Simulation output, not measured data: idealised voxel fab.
Module name: voxel self aligned contacts (process module)
The cross-section on display is named cut; it measures 270 nm wide, and its cells are 5 nm squares.
Cross-section spec: square-cell grid; bands listed top down; each band is one or more rows.
Each band's line starts with the height of the band's top and of its bottom, in nm. Then come its materials from left to right, each with its width in nm. One material with "throughout" fills the band from edge to edge. "air" is empty space.
The level at which height equals 0 is the one under which the wafer, as it arrives, is entirely one material. No lower edge exists for the bottom band, which continues downward and is notated as in "top 0, no bottom".
So if you see something like "30..40" for the width, read it as the top row of the band sitting at the first number and the bottom row at the second, with every row in between moving by the same amount as the last.
No cell of the cross-section changed in a step that is given as "nothing was modified".
Voids not open to the top, 8 cells minimum: see "Closed internal voids". Written width x height at distance; distance is from the left edge; nm.
Whatever follows a step's settings on its line is a remark the simulator itself makes about that step.
Regarding "overlay nm": on a step with a mask, it is the distance the mask lay to the right of its planned place; a negative value places it to the left.

THE FOLLOWING LIST GIVES THE PLANNED PROCESS STEPS
1 RECEIVE,material Si
2 OXIDIZE,depth nm 5
3 DIRECTIONAL_DEP,material polySi,thk nm 30
4 DIRECTIONAL_DEP,material SiN,thk nm 15
5 MASKED_ETCH,tone cover,mask id GATE,width nm 25,pitch nm 55,etch materials SiN,depth nm 15,overlay nm 0
6 MASKED_ETCH,tone cover,mask id GATE,width nm 25,pitch nm 55,etch materials polySi,depth nm 30,overlay nm 0
7 CONFORMAL_DEP,material SiN,thk nm 5
8 DIRECTIONAL_ETCH,etch materials SiN,depth nm 5
9 FILL_DEP,material SiO2,thk nm 10
10 CMP,height nm 50
11 MASKED_ETCH,tone open,mask id CONTACT,width nm 40,pitch nm 55,etch materials SiO2,depth nm 55,overlay nm 0
12 CONFORMAL_DEP,material TiN,thk nm 5
13 FILL_DEP,material Ru,thk nm 10
14 CMP,height nm 50
15 CONFORMAL_DEP,material SiCN,thk nm 5

AS RECEIVED (POST STEP 1): CROSS-SECTION
* top 0, no bottom | Si throughout
* Closed internal voids: none

AS-PLANNED RUN: CROSS-SECTION OF THE FIRST OF TWO WAFERS AT END OF MODULE
* top 55, bottom 50 | SiCN throughout
* top 50, bottom 45 | 85 of SiO2, then 15 of TiN, then 10 of Ru, then 15 of TiN, then 15 of SiO2, then 15 of TiN, then 10 of Ru, then 15 of TiN, then 90 of SiO2
* top 45, bottom 30 | 60 of SiO2, then 35 of SiN, then 5 of TiN, then 10 of Ru, then 5 of TiN, then 35 of SiN, then 5 of TiN, then 10 of Ru, then 5 of TiN, then 35 of SiN, then 65 of SiO2
* top 30, bottom 0 | 60 of SiO2, then 5 of SiN, then 25 of polySi, then 5 of SiN, then 5 of TiN, then 10 of Ru, then 5 of TiN, then 5 of SiN, then 25 of polySi, then 5 of SiN, then 5 of TiN, then 10 of Ru, then 5 of TiN, then 5 of SiN, then 25 of polySi, then 5 of SiN, then 65 of SiO2
* top 0, bottom -5 | 95 of SiO2, then 20 of TiN, then 35 of SiO2, then 20 of TiN, then 100 of SiO2
* top -5, no bottom | Si throughout
* Closed internal voids: none

END OF MODULE, SECOND WAFER, CROSS-SECTION. STARTED LIKE THE FIRST, PLANNED LIKE THE FIRST, RUN WITH ONE MISTAKE
* top 55, bottom 50 | SiCN throughout
* top 50, bottom 40 | 60 of SiO2, then 35 of SiN, then 5 of TiN, then 10 of Ru, then 5 of TiN, then 35 of SiN, then 5 of TiN, then 10 of Ru, then 5 of TiN, then 35 of SiN, then 65 of SiO2
* top 40, bottom 35 | 60 of SiO2, then 35 of SiN, then 20 of TiN, then 35 of SiN, then 20 of TiN, then 35 of SiN, then 65 of SiO2
* top 35, bottom 30 | SiN throughout
* top 30, bottom 0 | polySi throughout
* top 0, bottom -5 | SiO2 throughout
* top -5, no bottom | Si throughout
* Closed internal voids: none
What broke from the plan during processing? step 4 did not use the planned setting and instead ran as DIRECTIONAL_DEP,material SiN,thk nm 20
Once processing is complete, comparing cell counts shows that the second wafer has more or fewer of certain materials than the first: Ru -32 | SiN +18 | SiO2 -180 | TiN -40 | polySi +234
